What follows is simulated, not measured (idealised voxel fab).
This is a process module. Its name is voxel wiring stack.
The cross-section on display is named cut; it measures 265 nm wide, and its cells are 5 nm squares.
In what follows, cross-sections appear as grids of square cells, described through bands that run from the top down, where every band is one or more rows of cells. Each band's line starts with the height of the band's top and of its bottom, in nm. Then come its materials from left to right, each with its width in nm. One material with "edge to edge" fills the band from edge to edge. "blank" is empty space. Zero point of the height axis is 0; under it, received wafer = one material. Lowest band: continues down indefinitely, "0 and below". Graded width ("30..40"): value in top row of band = first number; value in bottom row = second number; row-to-row change constant. Step marked "remained the same"? Then no cell in the cross-section changed in it. Any empty space of 8 cells or more lacking an open way to the top shows up in "Closed void roster" as width x height at distance, distance from the left edge, in nm. If you see something after the settings on a step's line, that's the simulator's own remark about that step. The "overlay nm" setting may appear on a step's line; for a step that uses a mask, it gives how far to the right of its planned position the mask lay, and a negative value indicates the left.
Planned process steps:
1. RECEIVE (material Si)
2. CONFORMAL_DEP (material SiO2; thk nm 10)
3. CONFORMAL_DEP (material SiCN; thk nm 5)
4. DIRECTIONAL_DEP (material lowk; thk nm 25)
5. PATTERN (tone open; mask id METAL_1; material resist; width nm 20; pitch nm 45; thk nm 20; overlay nm 0)
6. DIRECTIONAL_ETCH (etch materials lowk; depth nm 25)
7. DIRECTIONAL_ETCH (etch materials SiCN; depth nm 5)
8. STRIP (etch materials resist)
9. CONFORMAL_DEP (material TiN; thk nm 5)
10. FILL_DEP (material Cu; thk nm 10)
11. CMP (height nm 40)
12. CONFORMAL_DEP (material SiCN; thk nm 5)
13. DIRECTIONAL_DEP (material lowk; thk nm 30)
14. MASKED_ETCH (tone open; mask id METAL_2; width nm 20; pitch nm 45; etch materials lowk; depth nm 15; overlay nm 0)
15. DIRECTIONAL_DEP (material aC; thk nm 10)
16. PATTERN (tone open; mask id METAL_2_HOLES; material resist; width nm 15; pitch nm 45; thk nm 30; overlay nm 0)
17. DIRECTIONAL_ETCH (etch materials aC; depth nm 10)
18. STRIP (etch materials resist)
19. DIRECTIONAL_ETCH (etch materials lowk; depth nm 15)
20. DIRECTIONAL_ETCH (etch materials SiCN; depth nm 5)
21. STRIP (etch materials aC)
22. CONFORMAL_DEP (material TiN; thk nm 5)
23. FILL_DEP (material Cu; thk nm 10)
24. CMP (height nm 75)
25. CONFORMAL_DEP (material SiCN; thk nm 5)
26. DIRECTIONAL_DEP (material SiO2; thk nm 15)
27. DIRECTIONAL_DEP (material aC; thk nm 15)
28. PATTERN (tone open; mask id PLUG_2; material resist; width nm 15; pitch nm 90; thk nm 35; overlay nm 0)
29. DIRECTIONAL_ETCH (etch materials aC; depth nm 15)
30. STRIP (etch materials resist)
31. DIRECTIONAL_ETCH (etch materials SiO2; depth nm 15)
32. DIRECTIONAL_ETCH (etch materials SiCN; depth nm 5)
33. STRIP (etch materials aC)
34. EPI (material Ru; thk nm 10)
35. EPI (material Ru; thk nm 10)
36. DIRECTIONAL_DEP (material TiN; thk nm 5)
37. DIRECTIONAL_DEP (material Ru; thk nm 25)
38. MASKED_ETCH (tone cover; mask id METAL_3; width nm 20; pitch nm 45; etch materials Ru; depth nm 25; overlay nm 0)
39. MASKED_ETCH (tone cover; mask id METAL_3; width nm 20; pitch nm 45; etch materials TiN; depth nm 5; overlay nm 0)
40. FILL_DEP (material SiO2; thk nm 10)
41. CMP (height nm 125)
42. CONFORMAL_DEP (material SiCN; thk nm 5)
43. DIRECTIONAL_DEP (material lowk; thk nm 25)
44. MASKED_ETCH (tone open; mask id METAL_4_HOLES; width nm 15; pitch nm 45; etch materials lowk; depth nm 25; overlay nm 0)
45. PATTERN (tone open; mask id METAL_4; material resist; width nm 20; pitch nm 45; thk nm 15; overlay nm -15)
46. DIRECTIONAL_ETCH (etch materials lowk; depth nm 15)
47. DIRECTIONAL_ETCH (etch materials SiCN; depth nm 5)
48. STRIP (etch materials resist)
49. CONFORMAL_DEP (material TiN; thk nm 5)
50. FILL_DEP (material Cu; thk nm 10)
51. CMP (height nm 155)
52. CONFORMAL_DEP (material SiN; thk nm 5)
For clarity, it should be stated that the wafers under discussion commence in an identical condition and differ with respect to the overlay nm of step 45, the plan indicating the value that the first wafer had.
So this is the first of several wafers, cross-sectioned as it came to us, meaning it's at the end of step 1:
* 0 and below | Si edge to edge
* Closed void roster: none
Take a look at the first of several wafers in cross-section: the module is done, and step 52 was its last step:
* 160 down to 155 | SiN edge to edge
* 155 down to 145 | 40 lowk, 5 TiN, 20 Cu, 5 TiN, 15 lowk, 5 TiN, 20 Cu, 5 TiN, 15 lowk, 5 TiN, 20 Cu, 5 TiN, 15 lowk, 5 TiN, 20 Cu, 5 TiN, 60 lowk
* 145 down to 135 | 40..55 lowk, 20..5 TiN, 5 Cu, 5 TiN, 15..30 lowk, 20..5 TiN, 5 Cu, 5 TiN, 15..30 lowk, 20..5 TiN, 5 Cu, 5 TiN, 15..30 lowk, 20..5 TiN, 5 Cu, 5 TiN, 60 lowk
* 135 down to 130 | 55 lowk, 15 TiN, 30 lowk, 15 TiN, 30 lowk, 15 TiN, 30 lowk, 15 TiN, 60 lowk
* 130 down to 125 | 55 SiCN, 5 TiN, 40 SiCN, 5 TiN, 40 SiCN, 5 TiN, 40 SiCN, 5 TiN, 70 SiCN
* 125 down to 100 | 55 SiO2, 20 Ru, 25 SiO2, 20 Ru, 25 SiO2, 20 Ru, 25 SiO2, 20 Ru, 55 SiO2
* 100 down to 95 | 55 SiO2, 20 TiN, 25 SiO2, 20 TiN, 25 SiO2, 20 TiN, 25 SiO2, 20 TiN, 55 SiO2
* 95 down to 80 | 55 SiO2, 15 Ru, 75 SiO2, 15 Ru, 105 SiO2
* 80 down to 75 | 55 SiCN, 15 Ru, 75 SiCN, 15 Ru, 105 SiCN
* 75 down to 65 | 55 lowk, 5 TiN, 10 Cu, 5 TiN, 25 lowk, 5 TiN, 10 Cu, 5 TiN, 25 lowk, 5 TiN, 10 Cu, 5 TiN, 25 lowk, 5 TiN, 10 Cu, 5 TiN, 55 lowk
* 65 down to 60 | 55 lowk, 5 TiN, 5 Cu, 10 TiN, 25 lowk, 5 TiN, 5 Cu, 10 TiN, 25 lowk, 5 TiN, 5 Cu, 10 TiN, 25 lowk, 5 TiN, 5 Cu, 10 TiN, 55 lowk
* 60 down to 45 | 55 lowk, 5 TiN, 5 Cu, 5 TiN, 30 lowk, 5 TiN, 5 Cu, 5 TiN, 30 lowk, 5 TiN, 5 Cu, 5 TiN, 30 lowk, 5 TiN, 5 Cu, 5 TiN, 60 lowk
* 45 down to 40 | 55 SiCN, 15 TiN, 30 SiCN, 15 TiN, 30 SiCN, 15 TiN, 30 SiCN, 15 TiN, 60 SiCN
* 40 down to 15 | 55 lowk, 5 TiN, 10 Cu, 5 TiN, 25 lowk, 5 TiN, 10 Cu, 5 TiN, 25 lowk, 5 TiN, 10 Cu, 5 TiN, 25 lowk, 5 TiN, 10 Cu, 5 TiN, 55 lowk
* 15 down to 10 | 55 SiCN, 20 TiN, 25 SiCN, 20 TiN, 25 SiCN, 20 TiN, 25 SiCN, 20 TiN, 55 SiCN
* 10 down to 0 | SiO2 edge to edge
* 0 and below | Si edge to edge
* Closed void roster: none
Last wafer of the set, cross-sectioned at end of module:
* 160 down to 155 | SiN edge to edge
* 155 down to 145 | 55 lowk, 5 TiN, 25 Cu, 5 TiN, 10 lowk, 5 TiN, 25 Cu, 5 TiN, 10 lowk, 5 TiN, 25 Cu, 5 TiN, 10 lowk, 5 TiN, 25 Cu, 5 TiN, 40 lowk
* 145 down to 135 | 55 lowk, 5 TiN, 5 Cu, 25..5 TiN, 10..30 lowk, 5 TiN, 5 Cu, 25..5 TiN, 10..30 lowk, 5 TiN, 5 Cu, 25..5 TiN, 10..30 lowk, 5 TiN, 5 Cu, 25..5 TiN, 40..60 lowk
* 135 down to 130 | 55 lowk, 15 TiN, 30 lowk, 15 TiN, 30 lowk, 15 TiN, 30 lowk, 15 TiN, 60 lowk
* 130 down to 125 | SiCN edge to edge
* 125 down to 100 | 55 SiO2, 20 Ru, 25 SiO2, 20 Ru, 25 SiO2, 20 Ru, 25 SiO2, 20 Ru, 55 SiO2
* 100 down to 95 | 55 SiO2, 20 TiN, 25 SiO2, 20 TiN, 25 SiO2, 20 TiN, 25 SiO2, 20 TiN, 55 SiO2
* 95 down to 80 | 55 SiO2, 15 Ru, 75 SiO2, 15 Ru, 105 SiO2
* 80 down to 75 | 55 SiCN, 15 Ru, 75 SiCN, 15 Ru, 105 SiCN
* 75 down to 65 | 55 lowk, 5 TiN, 10 Cu, 5 TiN, 25 lowk, 5 TiN, 10 Cu, 5 TiN, 25 lowk, 5 TiN, 10 Cu, 5 TiN, 25 lowk, 5 TiN, 10 Cu, 5 TiN, 55 lowk
* 65 down to 60 | 55 lowk, 5 TiN, 5 Cu, 10 TiN, 25 lowk, 5 TiN, 5 Cu, 10 TiN, 25 lowk, 5 TiN, 5 Cu, 10 TiN, 25 lowk, 5 TiN, 5 Cu, 10 TiN, 55 lowk
* 60 down to 45 | 55 lowk, 5 TiN, 5 Cu, 5 TiN, 30 lowk, 5 TiN, 5 Cu, 5 TiN, 30 lowk, 5 TiN, 5 Cu, 5 TiN, 30 lowk, 5 TiN, 5 Cu, 5 TiN, 60 lowk
* 45 down to 40 | 55 SiCN, 15 TiN, 30 SiCN, 15 TiN, 30 SiCN, 15 TiN, 30 SiCN, 15 TiN, 60 SiCN
* 40 down to 15 | 55 lowk, 5 TiN, 10 Cu, 5 TiN, 25 lowk, 5 TiN, 10 Cu, 5 TiN, 25 lowk, 5 TiN, 10 Cu, 5 TiN, 25 lowk, 5 TiN, 10 Cu, 5 TiN, 55 lowk
* 15 down to 10 | 55 SiCN, 20 TiN, 25 SiCN, 20 TiN, 25 SiCN, 20 TiN, 25 SiCN, 20 TiN, 55 SiCN
* 10 down to 0 | SiO2 edge to edge
* 0 and below | Si edge to edge
* Closed void roster: none
each wafer at the end: cells of each material gained (+) or lost (-) since it was received, then its closed voids:
overlay nm -15; +112 Cu; +104 Ru; +174 SiCN; +53 SiN; +469 SiO2; +196 TiN; +588 lowk; Closed void roster: none
overlay nm -10; +104 Cu; +104 Ru; +170 SiCN; +53 SiN; +469 SiO2; +196 TiN; +600 lowk; Closed void roster: none
overlay nm -5; +100 Cu; +104 Ru; +166 SiCN; +53 SiN; +469 SiO2; +192 TiN; +612 lowk; Closed void roster: none
overlay nm 0; +100 Cu; +104 Ru; +166 SiCN; +53 SiN; +469 SiO2; +192 TiN; +612 lowk; Closed void roster: none
overlay nm 5; +104 Cu; +104 Ru; +170 SiCN; +53 SiN; +469 SiO2; +196 TiN; +600 lowk; Closed void roster: none
overlay nm 10; +112 Cu; +104 Ru; +174 SiCN; +53 SiN; +469 SiO2; +196 TiN; +588 lowk; Closed void roster: none
overlay nm 15; +120 Cu; +104 Ru; +178 SiCN; +53 SiN; +469 SiO2; +196 TiN; +576 lowk; Closed void roster: none
